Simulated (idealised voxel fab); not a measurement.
The following is a process module called voxel transistor to metal.
The cross-section shown here is cut; it is 210 nm wide and divided into square cells measuring 5 nm on a side.
Cross-section spec: square-cell grid; bands listed top down; each band is one or more rows.
In this notation a band is specified by the heights of its top and bottom, in that order and in nm, after which its materials appear from left to right, each paired with its width in nm. The word "edge to edge" attached to a single material means that material fills the band from edge to edge; the word "empty" stands for empty space.
Height reference: 0 = level under which incoming wafer is all one material. Lowest band: no bottom, runs on downward, e.g. "0..down".
Width "30->40": first value at the band's top row of cells, second value at its bottom row, equal change from row to row.
No cell of the cross-section changed in a step that is given as "same as before".
In "Enclosed internal cavities" the enclosed voids are listed, meaning empty spaces of 8 cells or larger without any opening to the top. The form is width x height at distance, distance from the left edge, units nm.
On a step's line, text after the settings is the simulator commenting on that step.
The optional step-line setting "overlay nm" applies to steps with a mask and quantifies how far to the right of its planned location the mask lay, a negative value indicating leftward placement.
[Steps in the process plan]
1,RECEIVE (material Si)
2,CONFORMAL_DEP (material SiO2; thk nm 5)
3,CONFORMAL_DEP (material SiN; thk nm 15)
4,MASKED_ETCH (tone cover; mask id ACTIVE; width nm 100; etch materials SiN; depth nm 15; overlay nm 0)
5,MASKED_ETCH (tone cover; mask id ACTIVE; width nm 100; etch materials SiO2; depth nm 5; overlay nm 0)
6,MASKED_ETCH (tone cover; mask id ACTIVE; width nm 100; etch materials Si; depth nm 25; overlay nm 0)
7,OXIDIZE (depth nm 5)
8,FILL_DEP (material SiO2; thk nm 10)
9,CMP (height nm 20)
10,SELECTIVE_ETCH (etch materials SiO2; depth nm 15)
11,STRIP (etch materials SiN)
12,SELECTIVE_ETCH (etch materials SiO2; depth nm 5)
13,OXIDIZE (depth nm 5)
14,DIRECTIONAL_DEP (material polySi; thk nm 30)
15,DIRECTIONAL_DEP (material SiCN; thk nm 10)
16,MASKED_ETCH (tone cover; mask id GATE; width nm 20; etch materials SiCN; depth nm 20; overlay nm 0)
17,MASKED_ETCH (tone cover; mask id GATE; width nm 20; etch materials polySi; depth nm 40; overlay nm 0)
18,CONFORMAL_DEP (material SiO2; thk nm 5)
19,DIRECTIONAL_ETCH (etch materials SiO2; depth nm 5)
20,CONFORMAL_DEP (material SiN; thk nm 5)
21,DIRECTIONAL_ETCH (etch materials SiN; depth nm 5)
22,DIRECTIONAL_ETCH (etch materials SiO2; depth nm 5)
23,DIRECTIONAL_ETCH (etch materials Si; depth nm 15)
24,EPI (material nSi; thk nm 20)
25,FILL_DEP (material SiO2; thk nm 5)
26,CMP (height nm 40)
27,DIRECTIONAL_DEP (material SiO2; thk nm 10)
28,DIRECTIONAL_DEP (material aC; thk nm 10)
29,PATTERN (tone open; mask id CONTACT; material resist; width nm 15; pitch nm 75; thk nm 25; overlay nm 0)
30,DIRECTIONAL_ETCH (etch materials aC; depth nm 10)
31,STRIP (etch materials resist)
32,DIRECTIONAL_ETCH (etch materials SiO2; depth nm 50)
33,STRIP (etch materials aC)
34,CONFORMAL_DEP (material TiN; thk nm 5)
35,FILL_DEP (material Ru; thk nm 5)
36,CMP (height nm 50)
37,CONFORMAL_DEP (material SiCN; thk nm 5)
38,DIRECTIONAL_DEP (material lowk; thk nm 20)
39,MASKED_ETCH (tone open; mask id METAL_1; width nm 15; pitch nm 75; etch materials lowk; depth nm 20; overlay nm 0)
40,MASKED_ETCH (tone open; mask id METAL_1; width nm 15; pitch nm 75; etch materials SiCN; depth nm 5; overlay nm 0)
41,CONFORMAL_DEP (material TiN; thk nm 5)
42,FILL_DEP (material Cu; thk nm 5)
43,CMP (height nm 75)
44,CONFORMAL_DEP (material SiCN; thk nm 5)
[Cross-section of the wafer upon arrival, representing the state reached after step 1]
0..down  Si edge to edge
Enclosed internal cavities: none
[Cross-section at module end, one run error; start and plan unchanged from above]
80..75  SiCN edge to edge
75..55  60 of lowk; 5 of TiN; 5 of Cu; 5 of TiN; 60 of lowk; 5 of TiN; 5 of Cu; 5 of TiN; 60 of lowk
55..50  60 of SiCN; 15 of TiN; 60 of SiCN; 15 of TiN; 60 of SiCN
50..40  55 of SiO2; 5 of TiN; 5 of Ru; 5 of TiN; 60 of SiO2; 5 of TiN; 5 of Ru; 5 of TiN; 65 of SiO2
40..30  55 of SiO2; 5 of TiN; 5 of Ru; 5 of TiN; 15 of SiO2; 5 of SiN; 5 of SiO2; 20 of SiCN; 5 of SiO2; 5 of SiN; 5 of SiO2; 5 of TiN; 5 of Ru; 5 of TiN; 65 of SiO2
30..20  55 of SiO2; 5 of TiN; 5 of Ru; 5 of TiN; 15 of SiO2; 5 of SiN; 5 of SiO2; 20 of polySi; 5 of SiO2; 5 of SiN; 5 of SiO2; 5 of TiN; 5 of Ru; 5 of TiN; 65 of SiO2
20..15  55 of SiO2; 15 of TiN; 15 of SiO2; 5 of SiN; 5 of SiO2; 20 of polySi; 5 of SiO2; 5 of SiN; 5 of SiO2; 15 of TiN; 65 of SiO2
15..0  55 of SiO2; 10 of TiN; 20 of nSi; 5 of SiN; 5 of SiO2; 20 of polySi; 5 of SiO2; 5 of SiN; 20 of nSi; 65 of SiO2
0..-5  55 of SiO2; 30 of nSi; 40 of SiO2; 30 of nSi; 55 of SiO2
-5..-20  60 of SiO2; 25 of nSi; 40 of Si; 25 of nSi; 60 of SiO2
-20..-30  60 of SiO2; 90 of Si; 60 of SiO2
-30..down  Si edge to edge
Enclosed internal cavities: none
Nonconformance to the process plan: step 29 ran with different settings than intended, the actual operation and settings being PATTERN (tone open; mask id CONTACT; material resist; width nm 15; pitch nm 75; thk nm 25; overlay nm -5)
